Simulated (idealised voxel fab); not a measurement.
The process module presented herein is designated voxel gate over fins.
For reference, the cross-section in this document is cut, with width 205 nm and square cells of 5 nm.
Cross-sections here: square-cell grids, written as top-down lists of bands, a band being one or more rows of cells. First you get the band's top height and its bottom height, in nm, and then the materials it's made of, left to right, with each width in nm. If you see a single material with "full width", that one covers the band edge to edge. "blank" is empty space. Counting heights begins at 0, where everything beneath is, in the wafer as received, one material. The lowest band has no bottom; it goes on downwards, as "0 nm and below" shows. Per-row width for "30->40": begins at first number (top row of band), ends at second number (bottom row), increment between rows held constant. Step note "all unchanged" = no cross-section cell changed. Entry "Listed closed voids" = empty spaces >= 8 cells with no open way to the top; each as width x height at distance, distance from left edge, all nm. The remark found on a step's line after its settings is issued by the simulator itself and pertains to that step. The setting "overlay nm" may be written on the line of a step. When the step uses a mask, the value reports how far to the right of the planned place the mask lay, and a negative value reports that it lay to the left.
Process steps foreseen in the plan
1. op RECEIVE | material Si
2. op CONFORMAL_DEP | material SiN | thk nm 10
3. op DIRECTIONAL_DEP | material aC | thk nm 10
4. op PATTERN | tone cover | mask id FINS | material resist | width nm 15 | pitch nm 40 | thk nm 25 | overlay nm 0
5. op DIRECTIONAL_ETCH | etch materials aC | depth nm 10
6. op STRIP | etch materials resist
7. op DIRECTIONAL_ETCH | etch materials SiN | depth nm 10
8. op DIRECTIONAL_ETCH | etch materials Si | depth nm 40
9. op STRIP | etch materials aC
10. op OXIDIZE | depth nm 5
11. op FILL_DEP | material SiO2 | thk nm 15
12. op CMP | height nm 10
13. op SELECTIVE_ETCH | etch materials SiO2 | depth nm 20
14. op STRIP | etch materials SiN
15. op CONFORMAL_DEP | material HfO2 | thk nm 5
16. op CONFORMAL_DEP | material TiN | thk nm 5
17. op FILL_DEP | material W | thk nm 10
18. op CMP | height nm 15
19. op CONFORMAL_DEP | material SiCN | thk nm 5
On the first of the two wafers: run conducted according to plan
Wafer as received: cross-section following step 1
    0 nm and below  Si full width
    Listed closed voids: none
After step 2
    10 nm to 0 nm  SiN full width
    Lower than 0, everything is as it was.
After step 3
    20 nm to 10 nm  aC full width
    Lower than 10, everything is as it was.
After step 4
    45 nm to 20 nm  blank: 35 | resist: 15 | blank: 25 | resist: 15 | blank: 25 | resist: 15 | blank: 25 | resist: 15 | blank: 35
    Lower than 20, everything is as it was.
After step 5
    35 nm to 20 nm  blank: 35 | resist: 15 | blank: 25 | resist: 15 | blank: 25 | resist: 15 | blank: 25 | resist: 15 | blank: 35
    20 nm to 10 nm  blank: 35 | aC: 15 | blank: 25 | aC: 15 | blank: 25 | aC: 15 | blank: 25 | aC: 15 | blank: 35
    Lower than 10, everything is as it was.
After step 6
    20 nm to 10 nm  blank: 35 | aC: 15 | blank: 25 | aC: 15 | blank: 25 | aC: 15 | blank: 25 | aC: 15 | blank: 35
    Lower than 10, everything is as it was.
After step 7
    20 nm to 10 nm  blank: 35 | aC: 15 | blank: 25 | aC: 15 | blank: 25 | aC: 15 | blank: 25 | aC: 15 | blank: 35
    10 nm to 0 nm  blank: 35 | SiN: 15 | blank: 25 | SiN: 15 | blank: 25 | SiN: 15 | blank: 25 | SiN: 15 | blank: 35
    Lower than 0, everything is as it was.
After step 8
    20 nm to 10 nm  blank: 35 | aC: 15 | blank: 25 | aC: 15 | blank: 25 | aC: 15 | blank: 25 | aC: 15 | blank: 35
    10 nm to 0 nm  blank: 35 | SiN: 15 | blank: 25 | SiN: 15 | blank: 25 | SiN: 15 | blank: 25 | SiN: 15 | blank: 35
    0 nm to -40 nm  blank: 35 | Si: 15 | blank: 25 | Si: 15 | blank: 25 | Si: 15 | blank: 25 | Si: 15 | blank: 35
    Lower than -40, everything is as it was.
After step 9
    10 nm to 0 nm  blank: 35 | SiN: 15 | blank: 25 | SiN: 15 | blank: 25 | SiN: 15 | blank: 25 | SiN: 15 | blank: 35
    Lower than 0, everything is as it was.
After step 10
    10 nm to 0 nm  blank: 35 | SiN: 15 | blank: 25 | SiN: 15 | blank: 25 | SiN: 15 | blank: 25 | SiN: 15 | blank: 35
    0 nm to -40 nm  blank: 35 | SiO2: 5 | Si: 5 | SiO2: 5 | blank: 25 | SiO2: 5 | Si: 5 | SiO2: 5 | blank: 25 | SiO2: 5 | Si: 5 | SiO2: 5 | blank: 25 | SiO2: 5 | Si: 5 | SiO2: 5 | blank: 35
    -40 nm to -45 nm  SiO2: 40 | Si: 5 | SiO2: 35 | Si: 5 | SiO2: 35 | Si: 5 | SiO2: 35 | Si: 5 | SiO2: 40
    Lower than -45, everything is as it was.
After step 11
    25 nm to 10 nm  SiO2 full width
    10 nm to 0 nm  SiO2: 35 | SiN: 15 | SiO2: 25 | SiN: 15 | SiO2: 25 | SiN: 15 | SiO2: 25 | SiN: 15 | SiO2: 35
    0 nm to -45 nm  SiO2: 40 | Si: 5 | SiO2: 35 | Si: 5 | SiO2: 35 | Si: 5 | SiO2: 35 | Si: 5 | SiO2: 40
    Lower than -45, everything is as it was.
After step 12
    10 nm to 0 nm  SiO2: 35 | SiN: 15 | SiO2: 25 | SiN: 15 | SiO2: 25 | SiN: 15 | SiO2: 25 | SiN: 15 | SiO2: 35
    Lower than 0, everything is as it was.
After step 13
    10 nm to 0 nm  blank: 35 | SiN: 15 | blank: 25 | SiN: 15 | blank: 25 | SiN: 15 | blank: 25 | SiN: 15 | blank: 35
    0 nm to -10 nm  blank: 40 | Si: 5 | blank: 35 | Si: 5 | blank: 35 | Si: 5 | blank: 35 | Si: 5 | blank: 40
    Lower than -10, everything is as it was.
After step 14
    0 nm to -10 nm  blank: 40 | Si: 5 | blank: 35 | Si: 5 | blank: 35 | Si: 5 | blank: 35 | Si: 5 | blank: 40
    Lower than -10, everything is as it was.
After step 15
    5 nm to 0 nm  blank: 35 | HfO2: 15 | blank: 25 | HfO2: 15 | blank: 25 | HfO2: 15 | blank: 25 | HfO2: 15 | blank: 35
    0 nm to -5 nm  blank: 35 | HfO2: 5 | Si: 5 | HfO2: 5 | blank: 25 | HfO2: 5 | Si: 5 | HfO2: 5 | blank: 25 | HfO2: 5 | Si: 5 | HfO2: 5 | blank: 25 | HfO2: 5 | Si: 5 | HfO2: 5 | blank: 35
    -5 nm to -10 nm  HfO2: 40 | Si: 5 | HfO2: 35 | Si: 5 | HfO2: 35 | Si: 5 | HfO2: 35 | Si: 5 | HfO2: 40
    Lower than -10, everything is as it was.
After step 16
    10 nm to 5 nm  blank: 30 | TiN: 25 | blank: 15 | TiN: 25 | blank: 15 | TiN: 25 | blank: 15 | TiN: 25 | blank: 30
    5 nm to 0 nm  blank: 30 | TiN: 5 | HfO2: 15 | TiN: 5 | blank: 15 | TiN: 5 | HfO2: 15 | TiN: 5 | blank: 15 | TiN: 5 | HfO2: 15 | TiN: 5 | blank: 15 | TiN: 5 | HfO2: 15 | TiN: 5 | blank: 30
    0 nm to -5 nm  TiN: 35 | HfO2: 5 | Si: 5 | HfO2: 5 | TiN: 25 | HfO2: 5 | Si: 5 | HfO2: 5 | TiN: 25 | HfO2: 5 | Si: 5 | HfO2: 5 | TiN: 25 | HfO2: 5 | Si: 5 | HfO2: 5 | TiN: 35
    Lower than -5, everything is as it was.
After step 17
    20 nm to 10 nm  W full width
    10 nm to 5 nm  W: 30 | TiN: 25 | W: 15 | TiN: 25 | W: 15 | TiN: 25 | W: 15 | TiN: 25 | W: 30
    5 nm to 0 nm  W: 30 | TiN: 5 | HfO2: 15 | TiN: 5 | W: 15 | TiN: 5 | HfO2: 15 | TiN: 5 | W: 15 | TiN: 5 | HfO2: 15 | TiN: 5 | W: 15 | TiN: 5 | HfO2: 15 | TiN: 5 | W: 30
    Lower than 0, everything is as it was.
After step 18
    15 nm to 10 nm  W full width
    Lower than 10, everything is as it was.
After step 19
    20 nm to 15 nm  SiCN full width
    Lower than 15, everything is as it was.
Wafer two: like wafer one in start and plan, but with one mistake in execution; identical up to and including step 14
At the planned end of step 15, the second wafer in cross-section
    5 nm to 0 nm  blank: 35 | TiN: 15 | blank: 25 | TiN: 15 | blank: 25 | TiN: 15 | blank: 25 | TiN: 15 | blank: 35
    0 nm to -5 nm  blank: 35 | TiN: 5 | Si: 5 | TiN: 5 | blank: 25 | TiN: 5 | Si: 5 | TiN: 5 | blank: 25 | TiN: 5 | Si: 5 | TiN: 5 | blank: 25 | TiN: 5 | Si: 5 | TiN: 5 | blank: 35
    -5 nm to -10 nm  TiN: 40 | Si: 5 | TiN: 35 | Si: 5 | TiN: 35 | Si: 5 | TiN: 35 | Si: 5 | TiN: 40
    Lower than -10, everything is as it was.
At the planned end of step 16, the second wafer in cross-section
    10 nm to 5 nm  blank: 30 | HfO2: 25 | blank: 15 | HfO2: 25 | blank: 15 | HfO2: 25 | blank: 15 | HfO2: 25 | blank: 30
    5 nm to 0 nm  blank: 30 | HfO2: 5 | TiN: 15 | HfO2: 5 | blank: 15 | HfO2: 5 | TiN: 15 | HfO2: 5 | blank: 15 | HfO2: 5 | TiN: 15 | HfO2: 5 | blank: 15 | HfO2: 5 | TiN: 15 | HfO2: 5 | blank: 30
    0 nm to -5 nm  HfO2: 35 | TiN: 5 | Si: 5 | TiN: 5 | HfO2: 25 | TiN: 5 | Si: 5 | TiN: 5 | HfO2: 25 | TiN: 5 | Si: 5 | TiN: 5 | HfO2: 25 | TiN: 5 | Si: 5 | TiN: 5 | HfO2: 35
    Lower than -5, everything is as it was.
At the planned end of step 17, the second wafer in cross-section
    20 nm to 10 nm  W full width
    10 nm to 5 nm  W: 30 | HfO2: 25 | W: 15 | HfO2: 25 | W: 15 | HfO2: 25 | W: 15 | HfO2: 25 | W: 30
    5 nm to 0 nm  W: 30 | HfO2: 5 | TiN: 15 | HfO2: 5 | W: 15 | HfO2: 5 | TiN: 15 | HfO2: 5 | W: 15 | HfO2: 5 | TiN: 15 | HfO2: 5 | W: 15 | HfO2: 5 | TiN: 15 | HfO2: 5 | W: 30
    Lower than 0, everything is as it was.
At the planned end of step 18, the second wafer in cross-section
    15 nm to 10 nm  W full width
    Lower than 10, everything is as it was.
At the planned end of step 19, the second wafer in cross-section
    20 nm to 15 nm  SiCN full width
    Lower than 15, everything is as it was.
The mistake made against the process plan was this: plan steps 15 and 16 run swapped
End check, second vs first wafer: material counts in cells match, positions do not.
